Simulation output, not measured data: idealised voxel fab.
Proc. module: voxel self aligned vias
For reference, the cross-section in this document is cut, with width 225 nm and square cells of 5 nm.
A cross-section is written here as square cells arranged in a grid, and it is given in bands from the top down, each band taking up one or more rows of cells.
In this notation a band is specified by the heights of its top and bottom, in that order and in nm, after which its materials appear from left to right, each paired with its width in nm. The word "edge to edge" attached to a single material means that material fills the band from edge to edge; the word "empty" stands for empty space.
Heights are expressed relative to 0, this being the level below which the as-received wafer comprises one material exclusively. The lowest band is unbounded in the downward direction and is denoted as in "from 0 down".
The expression "30->40" gives the width at the extremes of the band, the first number at its top row of cells and the second at its bottom row, with the width changing by equal amounts from each row to the next in between.
Where a step carries "identical to before", the cross-section came out of it unchanged, cell for cell.
Each empty space that has no open way to the top and spans at least 8 cells appears under "Closed empty spaces" as width x height at distance, the distance counted from the left edge, all in nm.
after a step's settings: what the simulator itself notes on the step
A step's line can hold "overlay nm"; with a mask on that step, the setting says how far right of the planned place the mask lay, while a negative setting says it lay to the left.

**Process steps (planned)**
| 1 | op RECEIVE | material Si |
| 2 | op CONFORMAL_DEP | material SiO2 | thk nm 15 |
| 3 | op CONFORMAL_DEP | material SiCN | thk nm 5 |
| 4 | op DIRECTIONAL_DEP | material SiO2 | thk nm 20 |
| 5 | op DIRECTIONAL_DEP | material aC | thk nm 10 |
| 6 | op PATTERN | tone open | mask id LINES | material resist | width nm 20 | pitch nm 45 | thk nm 25 | overlay nm 0 |
| 7 | op DIRECTIONAL_ETCH | etch materials aC | depth nm 10 |
| 8 | op STRIP | etch materials resist |
| 9 | op DIRECTIONAL_ETCH | etch materials SiO2 | depth nm 20 |
| 10 | op STRIP | etch materials aC |
| 11 | op CONFORMAL_DEP | material TiN | thk nm 5 |
| 12 | op FILL_DEP | material Ru | thk nm 10 |
| 13 | op CMP | height nm 40 |
| 14 | op SELECTIVE_ETCH | etch materials W Ru TiN | depth nm 5 |
| 15 | op FILL_DEP | material SiN | thk nm 10 |
| 16 | op CMP | height nm 40 |
| 17 | op DIRECTIONAL_DEP | material SiO2 | thk nm 20 |
| 18 | op MASKED_ETCH | tone open | mask id VIAS | width nm 30 | etch materials SiO2 | depth nm 20 | overlay nm 0 |
| 19 | op MASKED_ETCH | tone open | mask id VIAS | width nm 30 | etch materials SiN | depth nm 5 | overlay nm 0 |
| 20 | op CONFORMAL_DEP | material TiN | thk nm 5 |
| 21 | op FILL_DEP | material Ru | thk nm 5 |
| 22 | op CMP | height nm 60 |
| 23 | op CONFORMAL_DEP | material SiCN | thk nm 5 |

**Received-state cross-section, reflecting completion of step 1**
> from 0 down | Si edge to edge
> Closed empty spaces: none

**First wafer of two, sectioned at end of module; run went per plan**
> from 65 to 60 | SiCN edge to edge
> from 60 to 45 | SiO2 75 / TiN 5 / Ru 20 / TiN 5 / SiO2 120
> from 45 to 40 | SiO2 75 / TiN 10 / Ru 10 / TiN 10 / SiO2 120
> from 40 to 35 | SiO2 80 / TiN 20 / SiO2 25 / SiN 20 / SiO2 80
> from 35 to 25 | SiO2 80 / TiN 5 / Ru 10 / TiN 5 / SiO2 25 / TiN 5 / Ru 10 / TiN 5 / SiO2 80
> from 25 to 20 | SiO2 80 / TiN 20 / SiO2 25 / TiN 20 / SiO2 80
> from 20 to 15 | SiCN edge to edge
> from 15 to 0 | SiO2 edge to edge
> from 0 down | Si edge to edge
> Closed empty spaces: none

**Here is the second of the two wafers cut open at the end of the module - same start, same plan as the first one, but we made one mistake running it**
> from 65 to 60 | SiCN edge to edge
> from 60 to 45 | SiO2 75 / TiN 5 / Ru 25 / TiN 5 / SiO2 115
> from 45 to 40 | SiO2 75 / TiN 10 / Ru 10 / TiN 15 / SiO2 115
> from 40 to 35 | SiO2 80 / TiN 20 / SiO2 25 / SiN 20 / SiO2 80
> from 35 to 25 | SiO2 80 / TiN 5 / Ru 10 / TiN 5 / SiO2 25 / TiN 5 / Ru 10 / TiN 5 / SiO2 80
> from 25 to 20 | SiO2 80 / TiN 20 / SiO2 25 / TiN 20 / SiO2 80
> from 20 to 15 | SiCN edge to edge
> from 15 to 0 | SiO2 edge to edge
> from 0 down | Si edge to edge
> Closed empty spaces: none
What went wrong in running the wafer? the process deviated at step 18: the operation and settings actually run there were op MASKED_ETCH | tone open | mask id VIAS | width nm 35 | etch materials SiO2 | depth nm 20 | overlay nm 0
FYI, end of process, the second wafer has more or fewer cells of some materials than the first: +3 Ru | -4 SiO2 | +1 TiN
